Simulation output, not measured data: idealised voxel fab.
A process module follows: voxel capacitor over wiring.
In the cross-section labelled cut, the width is 205 nm and each square cell is 5 nm.
Bands, listed from the top down, are how a cross-section gets written in this document; the cross-section itself is a grid of square cells, and a band is one or more rows of them. Top, bottom (nm), then materials left to right with widths (nm); lone material tagged "everywhere" fills the whole band edge to edge; "blank" = empty space. We count height from 0. Below that, the starting wafer is all one material. The lowest band never ends at the bottom but goes on down; see "0 and below" for how that is written. Width "30..40": first value at the band's top row of cells, second value at its bottom row, equal change from row to row. Step marked "same as before"? Then no cell in the cross-section changed in it. "Voids, enclosed" specifies each empty space that is not open to the top and that occupies no fewer than 8 cells, using the form width x height at distance, the distance measured from the left edge and all three quantities in nm. If you see something after the settings on a step's line, that's the simulator's own remark about that step. overlay nm: mask offset rightward from planned place, masked step; negative means leftward offset.
PROCESS STEPS - PLAN
1) RECEIVE with material Si
2) CONFORMAL_DEP with material SiO2, thk nm 10
3) CONFORMAL_DEP with material SiCN, thk nm 5
4) DIRECTIONAL_DEP with material SiO2, thk nm 25
5) PATTERN with tone open, mask id METAL_1, material resist, width nm 20, pitch nm 85, thk nm 15, overlay nm 0
6) DIRECTIONAL_ETCH with etch materials SiO2, depth nm 25
7) DIRECTIONAL_ETCH with etch materials SiCN, depth nm 5
8) STRIP with etch materials resist
9) CONFORMAL_DEP with material TiN, thk nm 5
10) FILL_DEP with material Cu, thk nm 10
11) CMP with height nm 40
12) CONFORMAL_DEP with material SiCN, thk nm 5
13) DIRECTIONAL_DEP with material SiO2, thk nm 20
14) DIRECTIONAL_DEP with material aC, thk nm 15
15) PATTERN with tone open, mask id PLUG_1, material resist, width nm 15, thk nm 30, overlay nm 0
16) DIRECTIONAL_ETCH with etch materials aC, depth nm 15
17) STRIP with etch materials resist
18) DIRECTIONAL_ETCH with etch materials SiO2, depth nm 20
19) DIRECTIONAL_ETCH with etch materials SiCN, depth nm 5
20) STRIP with etch materials aC
21) EPI with material Ru, thk nm 10
22) EPI with material Ru, thk nm 10
23) EPI with material Ru, thk nm 5
24) DIRECTIONAL_DEP with material TiN, thk nm 5
25) DIRECTIONAL_DEP with material Al2O3, thk nm 5
26) DIRECTIONAL_DEP with material TiN, thk nm 5
27) MASKED_ETCH with tone cover, mask id UPPER_PLATE, width nm 70, etch materials TiN, depth nm 5, overlay nm 0
28) MASKED_ETCH with tone cover, mask id UPPER_PLATE, width nm 70, etch materials Al2O3, depth nm 5, overlay nm 0
29) MASKED_ETCH with tone cover, mask id LOWER_PLATE, width nm 80, etch materials TiN, depth nm 5, overlay nm 0
30) FILL_DEP with material SiO2, thk nm 15
31) CMP with height nm 90
32) DIRECTIONAL_DEP with material aC, thk nm 15
33) PATTERN with tone open, mask id PLUG_2, material resist, width nm 15, thk nm 35, overlay nm 0
34) DIRECTIONAL_ETCH with etch materials aC, depth nm 15
35) STRIP with etch materials resist
36) DIRECTIONAL_ETCH with etch materials SiO2, depth nm 10
37) STRIP with etch materials aC
38) CONFORMAL_DEP with material TiN, thk nm 5
39) FILL_DEP with material Cu, thk nm 5
40) CMP with height nm 90
41) CONFORMAL_DEP with material SiCN, thk nm 5
HERE'S WHAT THE WAFER LOOKED LIKE IN CROSS-SECTION WHEN IT ARRIVED - THAT'S AFTER STEP 1
- 0 and below | Si everywhere
- Voids, enclosed: none
FIRST OF TWO WAFERS AT THE END OF THE MODULE, SHOWN IN CROSS-SECTION; RUN CARRIED OUT AS PLANNED
- 95 down to 90 | SiCN everywhere
- 90 down to 85 | SiO2 65 nm; TiN 5 nm; Cu 5 nm; TiN 5 nm; SiO2 125 nm
- 85 down to 75 | SiO2 65..55 nm; TiN 15..70 nm; SiO2 125..80 nm
- 75 down to 70 | SiO2 55 nm; Al2O3 70 nm; SiO2 80 nm
- 70 down to 65 | SiO2 50 nm; TiN 80 nm; SiO2 75 nm
- 65 down to 45 | SiO2 55 nm; Ru 15 nm; SiO2 135 nm
- 45 down to 40 | SiCN 55 nm; Ru 15 nm; SiCN 135 nm
- 40 down to 15 | SiO2 50 nm; TiN 5 nm; Cu 10 nm; TiN 5 nm; SiO2 65 nm; TiN 5 nm; Cu 10 nm; TiN 5 nm; SiO2 50 nm
- 15 down to 10 | SiCN 50 nm; TiN 20 nm; SiCN 65 nm; TiN 20 nm; SiCN 50 nm
- 10 down to 0 | SiO2 everywhere
- 0 and below | Si everywhere
- Voids, enclosed: none
HERE'S THE SECOND OF OUR TWO WAFERS SECTIONED AT MODULE END. SAME START AS THE FIRST, SAME PLAN, BUT ONE MISTAKE GOT MADE RUNNING IT
- 95 down to 90 | SiCN everywhere
- 90 down to 85 | SiO2 65 nm; TiN 5 nm; Cu 5 nm; TiN 5 nm; SiO2 125 nm
- 85 down to 75 | SiO2 65..55 nm; TiN 15..70 nm; SiO2 125..80 nm
- 75 down to 70 | SiO2 55 nm; Al2O3 70 nm; SiO2 80 nm
- 70 down to 65 | SiO2 50 nm; TiN 80 nm; SiO2 75 nm
- 65 down to 45 | SiO2 60 nm; Ru 15 nm; SiO2 130 nm
- 45 down to 40 | SiCN 60 nm; Ru 15 nm; SiCN 130 nm
- 40 down to 15 | SiO2 50 nm; TiN 5 nm; Cu 10 nm; TiN 5 nm; SiO2 65 nm; TiN 5 nm; Cu 10 nm; TiN 5 nm; SiO2 50 nm
- 15 down to 10 | SiCN 50 nm; TiN 20 nm; SiCN 65 nm; TiN 20 nm; SiCN 50 nm
- 10 down to 0 | SiO2 everywhere
- 0 and below | Si everywhere
- Voids, enclosed: none
In executing the process, a mistake was made relative to the plan: contrary to plan, step 15 was performed as PATTERN with tone open, mask id PLUG_1, material resist, width nm 15, thk nm 30, overlay nm 5
At the close, every material occupies the same number of cells on the second wafer as on the first, only in different positions.
